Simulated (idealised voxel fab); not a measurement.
Module name: voxel lift off (process module)
For reference, the cross-section in this document is cut, with width 245 nm and square cells of 5 nm.
In this document a cross-section is written as a grid of square cells. It is given as a series of bands, listed from the top down, and a band is one or more rows of cells. The band entry comprises the height of the band's top followed by the height of its bottom, expressed in nm, and subsequently the band's materials from left to right, each stated together with its width in nm. Where a single material is marked with the word "full width", that material fills the band from edge to edge. The word "empty" represents empty space. Heads up on the height convention: 0 is the point under which the incoming wafer is all one material, and the lowest band has no bottom, it just keeps going down, like "top 0, no bottom". A width given as "30..40" starts at the first number in the band's top row and ends at the second number in its bottom row, shifting by an equal amount at every step from row to row. When a step is marked "changes: none", none of the cells in the cross-section changed during that step. "Listed closed voids" specifies each empty space that is not open to the top and that occupies no fewer than 8 cells, using the form width x height at distance, the distance measured from the left edge and all three quantities in nm. It should be noted that, on the line of a given step, the content following the step's settings is a remark produced by the simulator itself with respect to that step. Regarding "overlay nm": on a step with a mask, it is the distance the mask lay to the right of its planned place; a negative value places it to the left.

Steps in the process plan:
1. RECEIVE, material Si
2. CONFORMAL_DEP, material SiO2, thk nm 10
3. PATTERN, tone open, mask id LINES, material resist, width nm 30, pitch nm 45, thk nm 30, overlay nm 0
4. DIRECTIONAL_DEP, material Ru, thk nm 15
5. STRIP, etch materials resist
6. CONFORMAL_DEP, material SiCN, thk nm 5

Shown in cross-section is the wafer as received, that is, as it stands after step 1:
- top 0, no bottom | Si full width
- Listed closed voids: none

The first of the two wafers as seen in cross-section once the module was finished; processing followed the plan:
- top 30, bottom 25 | 55 nm empty; 40 nm SiCN; 5 nm empty; 40 nm SiCN; 5 nm empty; 40 nm SiCN; 60 nm empty
- top 25, bottom 15 | 55 nm empty; 5 nm SiCN; 30 nm Ru; 5 nm SiCN; 5 nm empty; 5 nm SiCN; 30 nm Ru; 5 nm SiCN; 5 nm empty; 5 nm SiCN; 30 nm Ru; 5 nm SiCN; 60 nm empty
- top 15, bottom 10 | 60 nm SiCN; 30 nm Ru; 15 nm SiCN; 30 nm Ru; 15 nm SiCN; 30 nm Ru; 65 nm SiCN
- top 10, bottom 0 | SiO2 full width
- top 0, no bottom | Si full width
- Listed closed voids: none

Cross-sectional view of the second of two wafers upon completion of the module. This wafer shared its starting condition and process plan with the first; one error was made during its execution:
- top 30, bottom 25 | 50 nm empty; 40 nm SiCN; 5 nm empty; 40 nm SiCN; 5 nm empty; 40 nm SiCN; 65 nm empty
- top 25, bottom 15 | 50 nm empty; 5 nm SiCN; 30 nm Ru; 5 nm SiCN; 5 nm empty; 5 nm SiCN; 30 nm Ru; 5 nm SiCN; 5 nm empty; 5 nm SiCN; 30 nm Ru; 5 nm SiCN; 65 nm empty
- top 15, bottom 10 | 55 nm SiCN; 30 nm Ru; 15 nm SiCN; 30 nm Ru; 15 nm SiCN; 30 nm Ru; 70 nm SiCN
- top 10, bottom 0 | SiO2 full width
- top 0, no bottom | Si full width
- Listed closed voids: none
Where did the run depart from the plan? step 3 ran as: PATTERN, tone open, mask id LINES, material resist, width nm 30, pitch nm 45, thk nm 30, overlay nm -5
So at the finish, the second wafer's got exactly as many cells of each material as the first, just not in the same spots.
